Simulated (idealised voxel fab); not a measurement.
The document below concerns the process module designated voxel self aligned contacts.
We display cut, a cross-section 280 nm in width whose square cells are each 5 nm.
Cross-sections here: square-cell grids, written as top-down lists of bands, a band being one or more rows of cells. Band: top height; bottom height; in nm. Then, left to right: material with width in nm, for each material. "edge to edge": a single material spanning edge to edge. "empty": empty space. Heights from 0 (as-received wafer is one material below). Bottom band endless downward, as "0 -> down". Width "30..40": first value at the band's top row of cells, second value at its bottom row, equal change from row to row. Step marked "all unchanged"? Then no cell in the cross-section changed in it. Closed-off voids of 8+ cells (no open route to the top) go in "Closed internal voids", written width x height at distance from the left edge, in nm. What comes after the settings on a step's line is commentary from the simulator itself on that step. You can add "overlay nm" to a step's line. For a step with a mask, it describes how far the mask lay to the right of its planned position, and a negative number describes a lay to the left.
**This section lists the process steps that were planned**
- 1: RECEIVE (material Si)
- 2: CONFORMAL_DEP (material SiO2; thk nm 5)
- 3: DIRECTIONAL_DEP (material polySi; thk nm 20)
- 4: DIRECTIONAL_DEP (material SiN; thk nm 20)
- 5: MASKED_ETCH (tone cover; mask id GATE; width nm 25; pitch nm 55; etch materials SiN; depth nm 20; overlay nm 0)
- 6: MASKED_ETCH (tone cover; mask id GATE; width nm 25; pitch nm 55; etch materials polySi; depth nm 20; overlay nm 0)
- 7: CONFORMAL_DEP (material SiN; thk nm 5)
- 8: DIRECTIONAL_ETCH (etch materials SiN; depth nm 5)
- 9: FILL_DEP (material SiO2; thk nm 15)
- 10: CMP (height nm 50)
- 11: MASKED_ETCH (tone open; mask id CONTACT; width nm 40; pitch nm 55; etch materials SiO2; depth nm 50; overlay nm 0)
- 12: CONFORMAL_DEP (material TiN; thk nm 5)
- 13: FILL_DEP (material W; thk nm 5)
- 14: CMP (height nm 50)
- 15: CONFORMAL_DEP (material SiCN; thk nm 5)
**Incoming wafer, cross-sectional view, post step 1**
- 0 -> down  Si edge to edge
- Closed internal voids: none
**Cross-sectional result after module completion. Note: starting condition and plan are unchanged from above; one processing mistake was made**
- 55 -> 50  SiCN edge to edge
- 50 -> 30  SiO2 90 nm, then TiN 5 nm, then W 30 nm, then TiN 5 nm, then SiO2 15 nm, then TiN 5 nm, then W 30 nm, then TiN 5 nm, then SiO2 95 nm
- 30 -> 25  SiO2 90 nm, then TiN 40 nm, then SiO2 15 nm, then TiN 40 nm, then SiO2 95 nm
- 25 -> 5  polySi edge to edge
- 5 -> 0  SiO2 edge to edge
- 0 -> down  Si edge to edge
- Closed internal voids: none
Error vs. plan: it should be noted that step 4 was executed with settings other than those planned, the operation and settings actually applied being DIRECTIONAL_DEP (material SiO2; thk nm 20)
